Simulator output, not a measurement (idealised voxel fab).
Process module heading - voxel trench capacitor
Square cells of 5 nm make up the cross-section cut, whose width is 190 nm.
Cross-section, as written here: a square-cell grid given band by band from the top down, where a band holds one or more rows of cells.
Per band: top height and bottom height in nm, followed by the left-to-right materials and their widths in nm; "everywhere" marks a single material spanning edge to edge, "blank" marks empty space.
Heights are expressed relative to 0, this being the level below which the as-received wafer comprises one material exclusively. The lowest band is unbounded in the downward direction and is denoted as in "0 -> down".
Think of "30 to 40" as a width that walks from the first number to the second as you go down the band, top row to bottom row, taking equal-sized steps from row to row.
It should be understood that the words "no change occurred", when stated for a given step, signify that the cross-section underwent no change in any of its cells during that step.
Any empty space of 8 cells or more lacking an open way to the top shows up in "Fully sealed cavities" as width x height at distance, distance from the left edge, in nm.
Text after the settings on a step's line: the simulator's own remark on that step.
When a step includes a mask, the "overlay nm" setting on its line states how far to the right of its planned place that mask lay, and negative values state how far to the left.
What follows is a series of pairs. Each pair shows a cross-section before one process step and the cross-section after it, and the after view is drawn only down to the lowest band that changed. Beneath each pair is the step that lies between the two, with its settings. Pairs may come from different runs of this module on the same starting wafer, so a pair continues from the one above it only where its entry headed "State on entry" says so.
# State on entry
* 0 -> down | Si everywhere
* Fully sealed cavities: none
# Post-Step Snapshot
* 5 -> 0 | SiN everywhere
* Anything lower than 0 is untouched.
* Fully sealed cavities: none
Here is the step that sits between the two cross-sections above: CONFORMAL_DEP,material SiN,thk nm 5
State on entry: this step begins from the cross-section that the pair just above shows after its step.
# Post-Step Snapshot
* 15 -> 5 | aC everywhere
* Anything lower than 5 is untouched.
* Fully sealed cavities: none
Here is the step that sits between the two cross-sections above: DIRECTIONAL_DEP,material aC,thk nm 10
State on entry: this step begins from the cross-section that the pair just above shows after its step.
# Post-Step Snapshot
* 40 -> 15 | resist=25, blank=30, resist=25, blank=30, resist=25, blank=30, resist=25
* Anything lower than 15 is untouched.
* Fully sealed cavities: none
Here is the step that sits between the two cross-sections above: PATTERN,tone open,mask id TRENCH,material resist,width nm 30,pitch nm 55,thk nm 25,overlay nm 0
State on entry: this step begins from the cross-section that the pair just above shows after its step.
# Post-Step Snapshot
* 30 -> 15 | resist=25, blank=30, resist=25, blank=30, resist=25, blank=30, resist=25
* 15 -> 5 | aC=25, blank=30, aC=25, blank=30, aC=25, blank=30, aC=25
* Anything lower than 5 is untouched.
* Fully sealed cavities: none
Here is the step that sits between the two cross-sections above: DIRECTIONAL_ETCH,etch materials aC,depth nm 10
State on entry: this step begins from the cross-section that the pair just above shows after its step.
# Post-Step Snapshot
* 15 -> 5 | aC=25, blank=30, aC=25, blank=30, aC=25, blank=30, aC=25
* Anything lower than 5 is untouched.
* Fully sealed cavities: none
Here is the step that sits between the two cross-sections above: STRIP,etch materials resist
State on entry: this step begins from the cross-section that the pair just above shows after its step.
# Post-Step Snapshot
* 15 -> 5 | aC=25, blank=30, aC=25, blank=30, aC=25, blank=30, aC=25
* 5 -> 0 | SiN=25, blank=30, SiN=25, blank=30, SiN=25, blank=30, SiN=25
* Anything lower than 0 is untouched.
* Fully sealed cavities: none
Here is the step that sits between the two cross-sections above: DIRECTIONAL_ETCH,etch materials SiN,depth nm 5
State on entry: this step begins from the cross-section that the pair just above shows after its step.
# Post-Step Snapshot
* 15 -> 5 | aC=25, blank=30, aC=25, blank=30, aC=25, blank=30, aC=25
* 5 -> 0 | SiN=25, blank=30, SiN=25, blank=30, SiN=25, blank=30, SiN=25
* 0 -> -30 | Si=25, blank=30, Si=25, blank=30, Si=25, blank=30, Si=25
* Anything lower than -30 is untouched.
* Fully sealed cavities: none
Here is the step that sits between the two cross-sections above: DIRECTIONAL_ETCH,etch materials Si,depth nm 30
State on entry: this step begins from the cross-section that the pair just above shows after its step.
# Post-Step Snapshot
* 5 -> 0 | SiN=25, blank=30, SiN=25, blank=30, SiN=25, blank=30, SiN=25
* Anything lower than 0 is untouched.
* Fully sealed cavities: none
Here is the step that sits between the two cross-sections above: STRIP,etch materials aC
State on entry: this step begins from the cross-section that the pair just above shows after its step.
# Post-Step Snapshot
* 10 -> 5 | HfO2=30, blank=20, HfO2=35, blank=20, HfO2=35, blank=20, HfO2=30
* 5 -> 0 | SiN=25, HfO2=5, blank=20, HfO2=5, SiN=25, HfO2=5, blank=20, HfO2=5, SiN=25, HfO2=5, blank=20, HfO2=5, SiN=25
* 0 -> -25 | Si=25, HfO2=5, blank=20, HfO2=5, Si=25, HfO2=5, blank=20, HfO2=5, Si=25, HfO2=5, blank=20, HfO2=5, Si=25
* -25 -> -30 | Si=25, HfO2=30, Si=25, HfO2=30, Si=25, HfO2=30, Si=25
* Anything lower than -30 is untouched.
* Fully sealed cavities: none
Here is the step that sits between the two cross-sections above: CONFORMAL_DEP,material HfO2,thk nm 5
State on entry: this step begins from the cross-section that the pair just above shows after its step.
# Post-Step Snapshot
* 15 -> 10 | TiN=35, blank=10, TiN=45, blank=10, TiN=45, blank=10, TiN=35
* 10 -> 5 | HfO2=30, TiN=5, blank=10, TiN=5, HfO2=35, TiN=5, blank=10, TiN=5, HfO2=35, TiN=5, blank=10, TiN=5, HfO2=30
* 5 -> 0 | SiN=25, HfO2=5, TiN=5, blank=10, TiN=5, HfO2=5, SiN=25, HfO2=5, TiN=5, blank=10, TiN=5, HfO2=5, SiN=25, HfO2=5, TiN=5, blank=10, TiN=5, HfO2=5, SiN=25
* 0 -> -20 | Si=25, HfO2=5, TiN=5, blank=10, TiN=5, HfO2=5, Si=25, HfO2=5, TiN=5, blank=10, TiN=5, HfO2=5, Si=25, HfO2=5, TiN=5, blank=10, TiN=5, HfO2=5, Si=25
* -20 -> -25 | Si=25, HfO2=5, TiN=20, HfO2=5, Si=25, HfO2=5, TiN=20, HfO2=5, Si=25, HfO2=5, TiN=20, HfO2=5, Si=25
* Anything lower than -25 is untouched.
* Fully sealed cavities: none
Here is the step that sits between the two cross-sections above: CONFORMAL_DEP,material TiN,thk nm 5
State on entry: this step begins from the cross-section that the pair just above shows after its step.
# Post-Step Snapshot
* 25 -> 15 | W everywhere
* 15 -> 10 | TiN=35, W=10, TiN=45, W=10, TiN=45, W=10, TiN=35
* 10 -> 5 | HfO2=30, TiN=5, W=10, TiN=5, HfO2=35, TiN=5, W=10, TiN=5, HfO2=35, TiN=5, W=10, TiN=5, HfO2=30
* 5 -> 0 | SiN=25, HfO2=5, TiN=5, W=10, TiN=5, HfO2=5, SiN=25, HfO2=5, TiN=5, W=10, TiN=5, HfO2=5, SiN=25, HfO2=5, TiN=5, W=10, TiN=5, HfO2=5, SiN=25
* 0 -> -20 | Si=25, HfO2=5, TiN=5, W=10, TiN=5, HfO2=5, Si=25, HfO2=5, TiN=5, W=10, TiN=5, HfO2=5, Si=25, HfO2=5, TiN=5, W=10, TiN=5, HfO2=5, Si=25
* Anything lower than -20 is untouched.
* Fully sealed cavities: none
Here is the step that sits between the two cross-sections above: FILL_DEP,material W,thk nm 10
State on entry: this step begins from the cross-section that the pair just above shows after its step.
# Post-Step Snapshot
* 5 -> 0 | SiN=25, HfO2=5, TiN=5, W=10, TiN=5, HfO2=5, SiN=25, HfO2=5, TiN=5, W=10, TiN=5, HfO2=5, SiN=25, HfO2=5, TiN=5, W=10, TiN=5, HfO2=5, SiN=25
* Anything lower than 0 is untouched.
* Fully sealed cavities: none
Here is the step that sits between the two cross-sections above: CMP,height nm 5
# State on entry
* 5 -> 0 | SiN=25, blank=30, SiN=25, blank=30, SiN=25, blank=30, SiN=25
* 0 -> -30 | Si=25, blank=30, Si=25, blank=30, Si=25, blank=30, Si=25
* -30 -> down | Si everywhere
* Fully sealed cavities: none
# Post-Step Snapshot
* 10 -> 5 | TiN=30, blank=20, TiN=35, blank=20, TiN=35, blank=20, TiN=30
* 5 -> 0 | SiN=25, TiN=5, blank=20, TiN=5, SiN=25, TiN=5, blank=20, TiN=5, SiN=25, TiN=5, blank=20, TiN=5, SiN=25
* 0 -> -25 | Si=25, TiN=5, blank=20, TiN=5, Si=25, TiN=5, blank=20, TiN=5, Si=25, TiN=5, blank=20, TiN=5, Si=25
* -25 -> -30 | Si=25, TiN=30, Si=25, TiN=30, Si=25, TiN=30, Si=25
* Anything lower than -30 is untouched.
* Fully sealed cavities: none
Here is the step that sits between the two cross-sections above: CONFORMAL_DEP,material TiN,thk nm 5
State on entry: this step begins from the cross-section that the pair just above shows after its step.
# Post-Step Snapshot
* 20 -> 10 | W everywhere
* 10 -> 5 | TiN=30, W=20, TiN=35, W=20, TiN=35, W=20, TiN=30
* 5 -> 0 | SiN=25, TiN=5, W=20, TiN=5, SiN=25, TiN=5, W=20, TiN=5, SiN=25, TiN=5, W=20, TiN=5, SiN=25
* 0 -> -25 | Si=25, TiN=5, W=20, TiN=5, Si=25, TiN=5, W=20, TiN=5, Si=25, TiN=5, W=20, TiN=5, Si=25
* Anything lower than -25 is untouched.
* Fully sealed cavities: none
Here is the step that sits between the two cross-sections above: FILL_DEP,material W,thk nm 10
State on entry: this step begins from the cross-section that the pair just above shows after its step.
# Post-Step Snapshot
* 5 -> 0 | SiN=25, TiN=5, W=20, TiN=5, SiN=25, TiN=5, W=20, TiN=5, SiN=25, TiN=5, W=20, TiN=5, SiN=25
* Anything lower than 0 is untouched.
* Fully sealed cavities: none
Here is the step that sits between the two cross-sections above: CMP,height nm 5
# State on entry
* 15 -> 5 | aC=25, blank=30, aC=25, blank=30, aC=25, blank=30, aC=25
* 5 -> 0 | SiN=25, blank=30, SiN=25, blank=30, SiN=25, blank=30, SiN=25
* 0 -> -30 | Si=25, blank=30, Si=25, blank=30, Si=25, blank=30, Si=25
* -30 -> down | Si everywhere
* Fully sealed cavities: none
# Post-Step Snapshot
* 15 -> 5 | aC=25, blank=30, aC=25, blank=30, aC=25, blank=30, aC=25
* 5 -> 0 | SiN=25, blank=30, SiN=25, blank=30, SiN=25, blank=30, SiN=25
* 0 -> -60 | Si=25, blank=30, Si=25, blank=30, Si=25, blank=30, Si=25
* Anything lower than -60 is untouched.
* Fully sealed cavities: none
Here is the step that sits between the two cross-sections above: DIRECTIONAL_ETCH,etch materials Si,depth nm 30
State on entry: this step begins from the cross-section that the pair just above shows after its step.
# Post-Step Snapshot
* 5 -> 0 | SiN=25, blank=30, SiN=25, blank=30, SiN=25, blank=30, SiN=25
* Anything lower than 0 is untouched.
* Fully sealed cavities: none
Here is the step that sits between the two cross-sections above: STRIP,etch materials aC
State on entry: this step begins from the cross-section that the pair just above shows after its step.
# Post-Step Snapshot
* 10 -> 5 | HfO2=30, blank=20, HfO2=35, blank=20, HfO2=35, blank=20, HfO2=30
* 5 -> 0 | SiN=25, HfO2=5, blank=20, HfO2=5, SiN=25, HfO2=5, blank=20, HfO2=5, SiN=25, HfO2=5, blank=20, HfO2=5, SiN=25
* 0 -> -55 | Si=25, HfO2=5, blank=20, HfO2=5, Si=25, HfO2=5, blank=20, HfO2=5, Si=25, HfO2=5, blank=20, HfO2=5, Si=25
* -55 -> -60 | Si=25, HfO2=30, Si=25, HfO2=30, Si=25, HfO2=30, Si=25
* Anything lower than -60 is untouched.
* Fully sealed cavities: none
Here is the step that sits between the two cross-sections above: CONFORMAL_DEP,material HfO2,thk nm 5
State on entry: this step begins from the cross-section that the pair just above shows after its step.
# Post-Step Snapshot
* 15 -> 10 | TiN=35, blank=10, TiN=45, blank=10, TiN=45, blank=10, TiN=35
* 10 -> 5 | HfO2=30, TiN=5, blank=10, TiN=5, HfO2=35, TiN=5, blank=10, TiN=5, HfO2=35, TiN=5, blank=10, TiN=5, HfO2=30
* 5 -> 0 | SiN=25, HfO2=5, TiN=5, blank=10, TiN=5, HfO2=5, SiN=25, HfO2=5, TiN=5, blank=10, TiN=5, HfO2=5, SiN=25, HfO2=5, TiN=5, blank=10, TiN=5, HfO2=5, SiN=25
* 0 -> -50 | Si=25, HfO2=5, TiN=5, blank=10, TiN=5, HfO2=5, Si=25, HfO2=5, TiN=5, blank=10, TiN=5, HfO2=5, Si=25, HfO2=5, TiN=5, blank=10, TiN=5, HfO2=5, Si=25
* -50 -> -55 | Si=25, HfO2=5, TiN=20, HfO2=5, Si=25, HfO2=5, TiN=20, HfO2=5, Si=25, HfO2=5, TiN=20, HfO2=5, Si=25
* Anything lower than -55 is untouched.
* Fully sealed cavities: none
Here is the step that sits between the two cross-sections above: CONFORMAL_DEP,material TiN,thk nm 5
State on entry: this step begins from the cross-section that the pair just above shows after its step.
# Post-Step Snapshot
* 25 -> 15 | W everywhere
* 15 -> 10 | TiN=35, W=10, TiN=45, W=10, TiN=45, W=10, TiN=35
* 10 -> 5 | HfO2=30, TiN=5, W=10, TiN=5, HfO2=35, TiN=5, W=10, TiN=5, HfO2=35, TiN=5, W=10, TiN=5, HfO2=30
* 5 -> 0 | SiN=25, HfO2=5, TiN=5, W=10, TiN=5, HfO2=5, SiN=25, HfO2=5, TiN=5, W=10, TiN=5, HfO2=5, SiN=25, HfO2=5, TiN=5, W=10, TiN=5, HfO2=5, SiN=25
* 0 -> -50 | Si=25, HfO2=5, TiN=5, W=10, TiN=5, HfO2=5, Si=25, HfO2=5, TiN=5, W=10, TiN=5, HfO2=5, Si=25, HfO2=5, TiN=5, W=10, TiN=5, HfO2=5, Si=25
* Anything lower than -50 is untouched.
* Fully sealed cavities: none
Here is the step that sits between the two cross-sections above: FILL_DEP,material W,thk nm 10
State on entry: this step begins from the cross-section that the pair just above shows after its step.
# Post-Step Snapshot
* 5 -> 0 | SiN=25, HfO2=5, TiN=5, W=10, TiN=5, HfO2=5, SiN=25, HfO2=5, TiN=5, W=10, TiN=5, HfO2=5, SiN=25, HfO2=5, TiN=5, W=10, TiN=5, HfO2=5, SiN=25
* Anything lower than 0 is untouched.
* Fully sealed cavities: none
Here is the step that sits between the two cross-sections above: CMP,height nm 5
# State on entry
* 10 -> 5 | TiN=30, blank=20, TiN=35, blank=20, TiN=35, blank=20, TiN=30
* 5 -> 0 | SiN=25, TiN=5, blank=20, TiN=5, SiN=25, TiN=5, blank=20, TiN=5, SiN=25, TiN=5, blank=20, TiN=5, SiN=25
* 0 -> -25 | Si=25, TiN=5, blank=20, TiN=5, Si=25, TiN=5, blank=20, TiN=5, Si=25, TiN=5, blank=20, TiN=5, Si=25
* -25 -> -30 | Si=25, TiN=30, Si=25, TiN=30, Si=25, TiN=30, Si=25
* -30 -> down | Si everywhere
* Fully sealed cavities: none
# Post-Step Snapshot
* 15 -> 10 | HfO2=35, blank=10, HfO2=45, blank=10, HfO2=45, blank=10, HfO2=35
* 10 -> 5 | TiN=30, HfO2=5, blank=10, HfO2=5, TiN=35, HfO2=5, blank=10, HfO2=5, TiN=35, HfO2=5, blank=10, HfO2=5, TiN=30
* 5 -> 0 | SiN=25, TiN=5, HfO2=5, blank=10, HfO2=5, TiN=5, SiN=25, TiN=5, HfO2=5, blank=10, HfO2=5, TiN=5, SiN=25, TiN=5, HfO2=5, blank=10, HfO2=5, TiN=5, SiN=25
* 0 -> -20 | Si=25, TiN=5, HfO2=5, blank=10, HfO2=5, TiN=5, Si=25, TiN=5, HfO2=5, blank=10, HfO2=5, TiN=5, Si=25, TiN=5, HfO2=5, blank=10, HfO2=5, TiN=5, Si=25
* -20 -> -25 | Si=25, TiN=5, HfO2=20, TiN=5, Si=25, TiN=5, HfO2=20, TiN=5, Si=25, TiN=5, HfO2=20, TiN=5, Si=25
* Anything lower than -25 is untouched.
* Fully sealed cavities: none
Here is the step that sits between the two cross-sections above: CONFORMAL_DEP,material HfO2,thk nm 5
State on entry: this step begins from the cross-section that the pair just above shows after its step.
# Post-Step Snapshot
* 25 -> 15 | W everywhere
* 15 -> 10 | HfO2=35, W=10, HfO2=45, W=10, HfO2=45, W=10, HfO2=35
* 10 -> 5 | TiN=30, HfO2=5, W=10, HfO2=5, TiN=35, HfO2=5, W=10, HfO2=5, TiN=35, HfO2=5, W=10, HfO2=5, TiN=30
* 5 -> 0 | SiN=25, TiN=5, HfO2=5, W=10, HfO2=5, TiN=5, SiN=25, TiN=5, HfO2=5, W=10, HfO2=5, TiN=5, SiN=25, TiN=5, HfO2=5, W=10, HfO2=5, TiN=5, SiN=25
* 0 -> -20 | Si=25, TiN=5, HfO2=5, W=10, HfO2=5, TiN=5, Si=25, TiN=5, HfO2=5, W=10, HfO2=5, TiN=5, Si=25, TiN=5, HfO2=5, W=10, HfO2=5, TiN=5, Si=25
* Anything lower than -20 is untouched.
* Fully sealed cavities: none
Here is the step that sits between the two cross-sections above: FILL_DEP,material W,thk nm 10
State on entry: this step begins from the cross-section that the pair just above shows after its step.
# Post-Step Snapshot
* 5 -> 0 | SiN=25, TiN=5, HfO2=5, W=10, HfO2=5, TiN=5, SiN=25, TiN=5, HfO2=5, W=10, HfO2=5, TiN=5, SiN=25, TiN=5, HfO2=5, W=10, HfO2=5, TiN=5, SiN=25
* Anything lower than 0 is untouched.
* Fully sealed cavities: none
Here is the step that sits between the two cross-sections above: CMP,height nm 5
# State on entry
* 15 -> 5 | aC=25, blank=30, aC=25, blank=30, aC=25, blank=30, aC=25
* 5 -> 0 | SiN=25, blank=30, SiN=25, blank=30, SiN=25, blank=30, SiN=25
* 0 -> down | Si everywhere
* Fully sealed cavities: none
# Post-Step Snapshot
* 15 -> 5 | aC=25, blank=30, aC=25, blank=30, aC=25, blank=30, aC=25
* 5 -> 0 | SiN=25, blank=30, SiN=25, blank=30, SiN=25, blank=30, SiN=25
* 0 -> -35 | Si=25, blank=30, Si=25, blank=30, Si=25, blank=30, Si=25
* Anything lower than -35 is untouched.
* Fully sealed cavities: none
Here is the step that sits between the two cross-sections above: DIRECTIONAL_ETCH,etch materials Si,depth nm 35
State on entry: this step begins from the cross-section that the pair just above shows after its step.
# Post-Step Snapshot
* 5 -> 0 | SiN=25, blank=30, SiN=25, blank=30, SiN=25, blank=30, SiN=25
* Anything lower than 0 is untouched.
* Fully sealed cavities: none
Here is the step that sits between the two cross-sections above: STRIP,etch materials aC
State on entry: this step begins from the cross-section that the pair just above shows after its step.
# Post-Step Snapshot
* 10 -> 5 | HfO2=30, blank=20, HfO2=35, blank=20, HfO2=35, blank=20, HfO2=30
* 5 -> 0 | SiN=25, HfO2=5, blank=20, HfO2=5, SiN=25, HfO2=5, blank=20, HfO2=5, SiN=25, HfO2=5, blank=20, HfO2=5, SiN=25
* 0 -> -30 | Si=25, HfO2=5, blank=20, HfO2=5, Si=25, HfO2=5, blank=20, HfO2=5, Si=25, HfO2=5, blank=20, HfO2=5, Si=25
* -30 -> -35 | Si=25, HfO2=30, Si=25, HfO2=30, Si=25, HfO2=30, Si=25
* Anything lower than -35 is untouched.
* Fully sealed cavities: none
Here is the step that sits between the two cross-sections above: CONFORMAL_DEP,material HfO2,thk nm 5
State on entry: this step begins from the cross-section that the pair just above shows after its step.
# Post-Step Snapshot
* 15 -> 10 | TiN=35, blank=10, TiN=45, blank=10, TiN=45, blank=10, TiN=35
* 10 -> 5 | HfO2=30, TiN=5, blank=10, TiN=5, HfO2=35, TiN=5, blank=10, TiN=5, HfO2=35, TiN=5, blank=10, TiN=5, HfO2=30
* 5 -> 0 | SiN=25, HfO2=5, TiN=5, blank=10, TiN=5, HfO2=5, SiN=25, HfO2=5, TiN=5, blank=10, TiN=5, HfO2=5, SiN=25, HfO2=5, TiN=5, blank=10, TiN=5, HfO2=5, SiN=25
* 0 -> -25 | Si=25, HfO2=5, TiN=5, blank=10, TiN=5, HfO2=5, Si=25, HfO2=5, TiN=5, blank=10, TiN=5, HfO2=5, Si=25, HfO2=5, TiN=5, blank=10, TiN=5, HfO2=5, Si=25
* -25 -> -30 | Si=25, HfO2=5, TiN=20, HfO2=5, Si=25, HfO2=5, TiN=20, HfO2=5, Si=25, HfO2=5, TiN=20, HfO2=5, Si=25
* Anything lower than -30 is untouched.
* Fully sealed cavities: none
Here is the step that sits between the two cross-sections above: CONFORMAL_DEP,material TiN,thk nm 5
State on entry: this step begins from the cross-section that the pair just above shows after its step.
# Post-Step Snapshot
* 25 -> 15 | W everywhere
* 15 -> 10 | TiN=35, W=10, TiN=45, W=10, TiN=45, W=10, TiN=35
* 10 -> 5 | HfO2=30, TiN=5, W=10, TiN=5, HfO2=35, TiN=5, W=10, TiN=5, HfO2=35, TiN=5, W=10, TiN=5, HfO2=30
* 5 -> 0 | SiN=25, HfO2=5, TiN=5, W=10, TiN=5, HfO2=5, SiN=25, HfO2=5, TiN=5, W=10, TiN=5, HfO2=5, SiN=25, HfO2=5, TiN=5, W=10, TiN=5, HfO2=5, SiN=25
* 0 -> -25 | Si=25, HfO2=5, TiN=5, W=10, TiN=5, HfO2=5, Si=25, HfO2=5, TiN=5, W=10, TiN=5, HfO2=5, Si=25, HfO2=5, TiN=5, W=10, TiN=5, HfO2=5, Si=25
* Anything lower than -25 is untouched.
* Fully sealed cavities: none
Here is the step that sits between the two cross-sections above: FILL_DEP,material W,thk nm 10
State on entry: this step begins from the cross-section that the pair just above shows after its step.
# Post-Step Snapshot
* 5 -> 0 | SiN=25, HfO2=5, TiN=5, W=10, TiN=5, HfO2=5, SiN=25, HfO2=5, TiN=5, W=10, TiN=5, HfO2=5, SiN=25, HfO2=5, TiN=5, W=10, TiN=5, HfO2=5, SiN=25
* Anything lower than 0 is untouched.
* Fully sealed cavities: none
Here is the step that sits between the two cross-sections above: CMP,height nm 5
# State on entry
* 15 -> 5 | aC everywhere
* 5 -> 0 | SiN everywhere
* 0 -> down | Si everywhere
* Fully sealed cavities: none
# Post-Step Snapshot
* 40 -> 15 | resist=20, blank=40, resist=15, blank=40, resist=15, blank=40, resist=20
* Anything lower than 15 is untouched.
* Fully sealed cavities: none
Here is the step that sits between the two cross-sections above: PATTERN,tone open,mask id TRENCH,material resist,width nm 40,pitch nm 55,thk nm 25,overlay nm 0
State on entry: this step begins from the cross-section that the pair just above shows after its step.
# Post-Step Snapshot
* 30 -> 15 | resist=20, blank=40, resist=15, blank=40, resist=15, blank=40, resist=20
* 15 -> 5 | aC=20, blank=40, aC=15, blank=40, aC=15, blank=40, aC=20
* Anything lower than 5 is untouched.
* Fully sealed cavities: none
Here is the step that sits between the two cross-sections above: DIRECTIONAL_ETCH,etch materials aC,depth nm 10
State on entry: this step begins from the cross-section that the pair just above shows after its step.
# Post-Step Snapshot
* 15 -> 5 | aC=20, blank=40, aC=15, blank=40, aC=15, blank=40, aC=20
* Anything lower than 5 is untouched.
* Fully sealed cavities: none
Here is the step that sits between the two cross-sections above: STRIP,etch materials resist
State on entry: this step begins from the cross-section that the pair just above shows after its step.
# Post-Step Snapshot
* 15 -> 5 | aC=20, blank=40, aC=15, blank=40, aC=15, blank=40, aC=20
* 5 -> 0 | SiN=20, blank=40, SiN=15, blank=40, SiN=15, blank=40, SiN=20
* Anything lower than 0 is untouched.
* Fully sealed cavities: none
Here is the step that sits between the two cross-sections above: DIRECTIONAL_ETCH,etch materials SiN,depth nm 5
State on entry: this step begins from the cross-section that the pair just above shows after its step.
# Post-Step Snapshot
* 15 -> 5 | aC=20, blank=40, aC=15, blank=40, aC=15, blank=40, aC=20
* 5 -> 0 | SiN=20, blank=40, SiN=15, blank=40, SiN=15, blank=40, SiN=20
* 0 -> -30 | Si=20, blank=40, Si=15, blank=40, Si=15, blank=40, Si=20
* Anything lower than -30 is untouched.
* Fully sealed cavities: none
Here is the step that sits between the two cross-sections above: DIRECTIONAL_ETCH,etch materials Si,depth nm 30
State on entry: this step begins from the cross-section that the pair just above shows after its step.
# Post-Step Snapshot
* 5 -> 0 | SiN=20, blank=40, SiN=15, blank=40, SiN=15, blank=40, SiN=20
* Anything lower than 0 is untouched.
* Fully sealed cavities: none
Here is the step that sits between the two cross-sections above: STRIP,etch materials aC
State on entry: this step begins from the cross-section that the pair just above shows after its step.
# Post-Step Snapshot
* 10 -> 5 | HfO2=25, blank=30, HfO2=25, blank=30, HfO2=25, blank=30, HfO2=25
* 5 -> 0 | SiN=20, HfO2=5, blank=30, HfO2=5, SiN=15, HfO2=5, blank=30, HfO2=5, SiN=15, HfO2=5, blank=30, HfO2=5, SiN=20
* 0 -> -25 | Si=20, HfO2=5, blank=30, HfO2=5, Si=15, HfO2=5, blank=30, HfO2=5, Si=15, HfO2=5, blank=30, HfO2=5, Si=20
* -25 -> -30 | Si=20, HfO2=40, Si=15, HfO2=40, Si=15, HfO2=40, Si=20
* Anything lower than -30 is untouched.
* Fully sealed cavities: none
Here is the step that sits between the two cross-sections above: CONFORMAL_DEP,material HfO2,thk nm 5
State on entry: this step begins from the cross-section that the pair just above shows after its step.
# Post-Step Snapshot
* 15 -> 10 | TiN=30, blank=20, TiN=35, blank=20, TiN=35, blank=20, TiN=30
* 10 -> 5 | HfO2=25, TiN=5, blank=20, TiN=5, HfO2=25, TiN=5, blank=20, TiN=5, HfO2=25, TiN=5, blank=20, TiN=5, HfO2=25
* 5 -> 0 | SiN=20, HfO2=5, TiN=5, blank=20, TiN=5, HfO2=5, SiN=15, HfO2=5, TiN=5, blank=20, TiN=5, HfO2=5, SiN=15, HfO2=5, TiN=5, blank=20, TiN=5, HfO2=5, SiN=20
* 0 -> -20 | Si=20, HfO2=5, TiN=5, blank=20, TiN=5, HfO2=5, Si=15, HfO2=5, TiN=5, blank=20, TiN=5, HfO2=5, Si=15, HfO2=5, TiN=5, blank=20, TiN=5, HfO2=5, Si=20
* -20 -> -25 | Si=20, HfO2=5, TiN=30, HfO2=5, Si=15, HfO2=5, TiN=30, HfO2=5, Si=15, HfO2=5, TiN=30, HfO2=5, Si=20
* Anything lower than -25 is untouched.
* Fully sealed cavities: none
Here is the step that sits between the two cross-sections above: CONFORMAL_DEP,material TiN,thk nm 5
State on entry: this step begins from the cross-section that the pair just above shows after its step.
# Post-Step Snapshot
* 25 -> 15 | W everywhere
* 15 -> 10 | TiN=30, W=20, TiN=35, W=20, TiN=35, W=20, TiN=30
* 10 -> 5 | HfO2=25, TiN=5, W=20, TiN=5, HfO2=25, TiN=5, W=20, TiN=5, HfO2=25, TiN=5, W=20, TiN=5, HfO2=25
* 5 -> 0 | SiN=20, HfO2=5, TiN=5, W=20, TiN=5, HfO2=5, SiN=15, HfO2=5, TiN=5, W=20, TiN=5, HfO2=5, SiN=15, HfO2=5, TiN=5, W=20, TiN=5, HfO2=5, SiN=20
* 0 -> -20 | Si=20, HfO2=5, TiN=5, W=20, TiN=5, HfO2=5, Si=15, HfO2=5, TiN=5, W=20, TiN=5, HfO2=5, Si=15, HfO2=5, TiN=5, W=20, TiN=5, HfO2=5, Si=20
* Anything lower than -20 is untouched.
* Fully sealed cavities: none
Here is the step that sits between the two cross-sections above: FILL_DEP,material W,thk nm 10
State on entry: this step begins from the cross-section that the pair just above shows after its step.
# Post-Step Snapshot
* 5 -> 0 | SiN=20, HfO2=5, TiN=5, W=20, TiN=5, HfO2=5, SiN=15, HfO2=5, TiN=5, W=20, TiN=5, HfO2=5, SiN=15, HfO2=5, TiN=5, W=20, TiN=5, HfO2=5, SiN=20
* Anything lower than 0 is untouched.
* Fully sealed cavities: none
Here is the step that sits between the two cross-sections above: CMP,height nm 5
# State on entry
* 15 -> 5 | aC everywhere
* 5 -> 0 | SiN everywhere
* 0 -> down | Si everywhere
* Fully sealed cavities: none
# Post-Step Snapshot
* 40 -> 15 | resist=35, blank=30, resist=25, blank=30, resist=25, blank=30, resist=15
* Anything lower than 15 is untouched.
* Fully sealed cavities: none
Here is the step that sits between the two cross-sections above: PATTERN,tone open,mask id TRENCH,material resist,width nm 30,pitch nm 55,thk nm 25,overlay nm 10
State on entry: this step begins from the cross-section that the pair just above shows after its step.
# Post-Step Snapshot
* 30 -> 15 | resist=35, blank=30, resist=25, blank=30, resist=25, blank=30, resist=15
* 15 -> 5 | aC=35, blank=30, aC=25, blank=30, aC=25, blank=30, aC=15
* Anything lower than 5 is untouched.
* Fully sealed cavities: none
Here is the step that sits between the two cross-sections above: DIRECTIONAL_ETCH,etch materials aC,depth nm 10
State on entry: this step begins from the cross-section that the pair just above shows after its step.
# Post-Step Snapshot
* 15 -> 5 | aC=35, blank=30, aC=25, blank=30, aC=25, blank=30, aC=15
* Anything lower than 5 is untouched.
* Fully sealed cavities: none
Here is the step that sits between the two cross-sections above: STRIP,etch materials resist
State on entry: this step begins from the cross-section that the pair just above shows after its step.
# Post-Step Snapshot
* 15 -> 5 | aC=35, blank=30, aC=25, blank=30, aC=25, blank=30, aC=15
* 5 -> 0 | SiN=35, blank=30, SiN=25, blank=30, SiN=25, blank=30, SiN=15
* Anything lower than 0 is untouched.
* Fully sealed cavities: none
Here is the step that sits between the two cross-sections above: DIRECTIONAL_ETCH,etch materials SiN,depth nm 5
State on entry: this step begins from the cross-section that the pair just above shows after its step.
# Post-Step Snapshot
* 15 -> 5 | aC=35, blank=30, aC=25, blank=30, aC=25, blank=30, aC=15
* 5 -> 0 | SiN=35, blank=30, SiN=25, blank=30, SiN=25, blank=30, SiN=15
* 0 -> -30 | Si=35, blank=30, Si=25, blank=30, Si=25, blank=30, Si=15
* Anything lower than -30 is untouched.
* Fully sealed cavities: none
Here is the step that sits between the two cross-sections above: DIRECTIONAL_ETCH,etch materials Si,depth nm 30
State on entry: this step begins from the cross-section that the pair just above shows after its step.
# Post-Step Snapshot
* 5 -> 0 | SiN=35, blank=30, SiN=25, blank=30, SiN=25, blank=30, SiN=15
* Anything lower than 0 is untouched.
* Fully sealed cavities: none
Here is the step that sits between the two cross-sections above: STRIP,etch materials aC
State on entry: this step begins from the cross-section that the pair just above shows after its step.
# Post-Step Snapshot
* 10 -> 5 | HfO2=40, blank=20, HfO2=35, blank=20, HfO2=35, blank=20, HfO2=20
* 5 -> 0 | SiN=35, HfO2=5, blank=20, HfO2=5, SiN=25, HfO2=5, blank=20, HfO2=5, SiN=25, HfO2=5, blank=20, HfO2=5, SiN=15
* 0 -> -25 | Si=35, HfO2=5, blank=20, HfO2=5, Si=25, HfO2=5, blank=20, HfO2=5, Si=25, HfO2=5, blank=20, HfO2=5, Si=15
* -25 -> -30 | Si=35, HfO2=30, Si=25, HfO2=30, Si=25, HfO2=30, Si=15
* Anything lower than -30 is untouched.
* Fully sealed cavities: none
Here is the step that sits between the two cross-sections above: CONFORMAL_DEP,material HfO2,thk nm 5
